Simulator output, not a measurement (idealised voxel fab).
Presented below is a process module, voxel spacer lines.
For reference, the cross-section in this document is cut, with width 275 nm and square cells of 5 nm.
Square cells in a grid make up a cross-section in this document, and the grid is given as bands, listed from the top down, each one or more rows of cells.
It is stipulated that each band's entry specify, in nanometres, the height of the top of the band and then that of its bottom, followed by the materials of the band in left-to-right sequence, each together with its width in nanometres. A single material marked by the word "everywhere" is understood to fill the band from edge to edge; the word "air" is understood to denote empty space.
A quick word on heights: they are counted from 0, and under that level the wafer as it came to us is one material throughout. The lowest band is different from the rest in having no bottom; it simply continues downward, written as in "z 0 and below".
Width spec "30 to 40" -> top row of cells at first value, bottom row at second value, equal per-row change in between.
"same as before" means the step left every cell of the cross-section as it was.
This entry, "Enclosed empty spaces", enumerates those empty regions of no fewer than 8 cells that possess no open connection to the top. Each region is reported in the form width x height at distance, the distance being taken from the left edge, with all three quantities expressed in nm.
On a step's line, text after the settings is the simulator commenting on that step.
If you see "overlay nm" on a step's line and that step has a mask, it's telling you how far right of where it was planned the mask ended up; a negative number means it went left instead.

[Intended process steps]
1) RECEIVE, material Si
2) CONFORMAL_DEP, material SiO2, thk nm 5
3) DIRECTIONAL_DEP, material TiN, thk nm 20
4) DIRECTIONAL_DEP, material polySi, thk nm 30
5) PATTERN, tone cover, mask id MANDREL, material resist, width nm 15, pitch nm 60, thk nm 40, overlay nm 0
6) DIRECTIONAL_ETCH, etch materials polySi, depth nm 30
7) STRIP, etch materials resist
8) CONFORMAL_DEP, material SiN, thk nm 15
9) DIRECTIONAL_ETCH, etch materials SiN, depth nm 15
10) STRIP, etch materials polySi
11) DIRECTIONAL_ETCH, etch materials TiN, depth nm 20
12) STRIP, etch materials SiN

[So this is the incoming wafer in cross-section - it's already been through step 1]
> z 0 and below  Si everywhere
> Enclosed empty spaces: none

[Cross-section: first of two wafers, module finished, run according to plan]
> z 25 to 5  air 55 | TiN 15 | air 15 | TiN 15 | air 15 | TiN 15 | air 15 | TiN 15 | air 15 | TiN 15 | air 15 | TiN 15 | air 55
> z 5 to 0  SiO2 everywhere
> z 0 and below  Si everywhere
> Enclosed empty spaces: none

[Wafer two cross-section, module end. Start and plan unchanged from wafer one; one mistake made during the run]
> z 70 to 55  air 55 | SiO2 45 | air 15 | SiO2 45 | air 15 | SiO2 45 | air 55
> z 55 to 40  air 55 | SiO2 15 | polySi 15 | SiO2 15 | air 15 | SiO2 15 | polySi 15 | SiO2 15 | air 15 | SiO2 15 | polySi 15 | SiO2 15 | air 55
> z 40 to 25  SiO2 70 | polySi 15 | SiO2 45 | polySi 15 | SiO2 45 | polySi 15 | SiO2 70
> z 25 to 5  TiN everywhere
> z 5 to 0  SiO2 everywhere
> z 0 and below  Si everywhere
> Enclosed empty spaces: none
Heads up, the wafer didn't run the way we planned it: step 8 went in with a setting other than planned; the actual run was CONFORMAL_DEP, material SiO2, thk nm 15
Heads up, by the end the second wafer has more or fewer cells of some materials compared to the first: +273 SiO2 | +148 TiN | +54 polySi
